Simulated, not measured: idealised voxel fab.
process module | voxel ribs on slabs
cross-section cut | 250 nm wide | cells 5 nm
A cross-section is a grid of square cells, given in bands from the top down. A band is one or more rows of cells.
Each band's line starts with the height of the band's top and of its bottom, in nm. Then come its materials from left to right, each with its width in nm. One material with "throughout" fills the band from edge to edge. "air" is empty space.
Height 0 is the level under which the wafer as received is all one material. The lowest band goes on downwards, as in "0 down".
A width such as "30 to 40" changes by the same amount from each row of cells to the next, from the band's top row to its bottom row.
"no change" after a step means that no cell of the cross-section changed.
closed voids: empty space of 8 cells or more with no open way to the top, each as width x height at its distance from the left edge, in nm
after a step's settings: what the simulator itself notes on the step
overlay nm, on a step with a mask: how far to the right of its planned place the mask lay; to the left if negative
plan
1 op RECEIVE | material Si
2 op DIRECTIONAL_DEP | material SiO2 | thk nm 20
3 op DIRECTIONAL_DEP | material polySi | thk nm 15
4 op DIRECTIONAL_DEP | material aC | thk nm 15
5 op PATTERN | tone cover | mask id RIB | material resist | width nm 25 | thk nm 35 | overlay nm 0
6 op DIRECTIONAL_ETCH | etch materials aC | depth nm 15
7 op STRIP | etch materials resist
8 op DIRECTIONAL_ETCH | etch materials polySi | depth nm 10
9 op STRIP | etch materials aC
10 op PATTERN | tone cover | mask id SLAB | material resist | width nm 75 | thk nm 20 | overlay nm 0
11 op DIRECTIONAL_ETCH | etch materials polySi | depth nm 5
12 op STRIP | etch materials resist
13 op FILL_DEP | material SiO2 | thk nm 15
14 op CMP | height nm 45
15 op DIRECTIONAL_DEP | material W | thk nm 10
16 op MASKED_ETCH | tone cover | mask id HEATER | width nm 35 | etch materials W | depth nm 10 | overlay nm 0
17 op CONFORMAL_DEP | material SiN | thk nm 5
as received, after step 1
  0 down: Si throughout
  closed voids: none
first wafer at the end, as planned
  60 to 55: air 100 | SiN 45 | air 105
  55 to 50: air 100 | SiN 5 | W 35 | SiN 5 | air 105
  50 to 45: SiN 105 | W 35 | SiN 110
  45 to 35: SiO2 throughout
  35 to 25: SiO2 110 | polySi 25 | SiO2 115
  25 to 20: SiO2 85 | polySi 75 | SiO2 90
  20 to 0: SiO2 throughout
  0 down: Si throughout
  closed voids: none
second wafer at the end: like start, like plan, one mistake
  60 to 55: air 100 | SiN 45 | air 105
  55 to 50: air 100 | SiN 5 | W 35 | SiN 5 | air 105
  50 to 45: SiN 105 | W 35 | SiN 110
  45 to 35: SiO2 throughout
  35 to 25: SiO2 105 | polySi 25 | SiO2 120
  25 to 20: SiO2 85 | polySi 75 | SiO2 90
  20 to 0: SiO2 throughout
  0 down: Si throughout
  closed voids: none
what went wrong: step 5 ran as: op PATTERN | tone cover | mask id RIB | material resist | width nm 25 | thk nm 35 | overlay nm -5
at the end the second wafer has, in cells: as many of each material as the first, in other places
